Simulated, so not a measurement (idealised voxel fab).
Process module under the name voxel spacer lines
We display cut, a cross-section 225 nm in width whose square cells are each 5 nm.
In what follows, cross-sections appear as grids of square cells, described through bands that run from the top down, where every band is one or more rows of cells.
For a band, the entry starts with two heights in nm, that of the top and then that of the bottom, and carries on with the band's materials in order from left to right, each alongside its width in nm; the word "edge to edge" beside a single material means it fills the band edge to edge, and "air" means empty space.
Where do heights start? At 0: under that level the wafer as delivered is made of one material only. And the lowest band has no floor; it just carries on downward, as in "z 0 and below".
A width such as "30->40" changes by the same amount from each row of cells to the next, from the band's top row to its bottom row.
Where the words "identical to before" appear for a step, the cross-section shows no cell changed by that step; every cell remained as before.
"Enclosed void inventory" specifies each empty space that is not open to the top and that occupies no fewer than 8 cells, using the form width x height at distance, the distance measured from the left edge and all three quantities in nm.
after a step's settings: what the simulator itself notes on the step
Regarding "overlay nm": on a step with a mask, it is the distance the mask lay to the right of its planned place; a negative value places it to the left.

# Process steps - plan
| 1 | op RECEIVE | material Si |
| 2 | op CONFORMAL_DEP | material Al2O3 | thk nm 10 |
| 3 | op DIRECTIONAL_DEP | material TiN | thk nm 10 |
| 4 | op DIRECTIONAL_DEP | material aC | thk nm 25 |
| 5 | op PATTERN | tone cover | mask id MANDREL | material resist | width nm 25 | pitch nm 70 | thk nm 35 | overlay nm 0 |
| 6 | op DIRECTIONAL_ETCH | etch materials aC | depth nm 25 |
| 7 | op STRIP | etch materials resist |
| 8 | op CONFORMAL_DEP | material SiO2 | thk nm 10 |
| 9 | op DIRECTIONAL_ETCH | etch materials SiO2 | depth nm 10 |
| 10 | op STRIP | etch materials aC |
| 11 | op DIRECTIONAL_ETCH | etch materials TiN | depth nm 10 |
| 12 | op STRIP | etch materials SiO2 |
| 13 | op FILL_DEP | material lowk | thk nm 10 |
| 14 | op CMP | height nm 20 |

# As-received state of the wafer in cross-section, equivalent to post-step 1
z 0 and below: Si edge to edge
Enclosed void inventory: none

# End-of-module cross-section of the first of two wafers, processed as planned
z 20 to 10: lowk=20 | TiN=10 | lowk=25 | TiN=10 | lowk=25 | TiN=10 | lowk=25 | TiN=10 | lowk=25 | TiN=10 | lowk=25 | TiN=10 | lowk=20
z 10 to 0: Al2O3 edge to edge
z 0 and below: Si edge to edge
Enclosed void inventory: none

# What the second wafer looks like in cross-section once the module is done. Its start and its plan matched the first wafer's exactly; what differed was one mistake in how it was run
z 20 to 10: lowk=20 | TiN=10 | lowk=30 | TiN=10 | lowk=20 | TiN=10 | lowk=30 | TiN=10 | lowk=20 | TiN=10 | lowk=30 | TiN=10 | lowk=15
z 10 to 0: Al2O3 edge to edge
z 0 and below: Si edge to edge
Enclosed void inventory: none
The plan and the run diverged here: off-plan run, step 5, actual operation and settings op PATTERN | tone cover | mask id MANDREL | material resist | width nm 30 | pitch nm 70 | thk nm 35 | overlay nm 0
End check, second vs first wafer: material counts in cells match, positions do not.
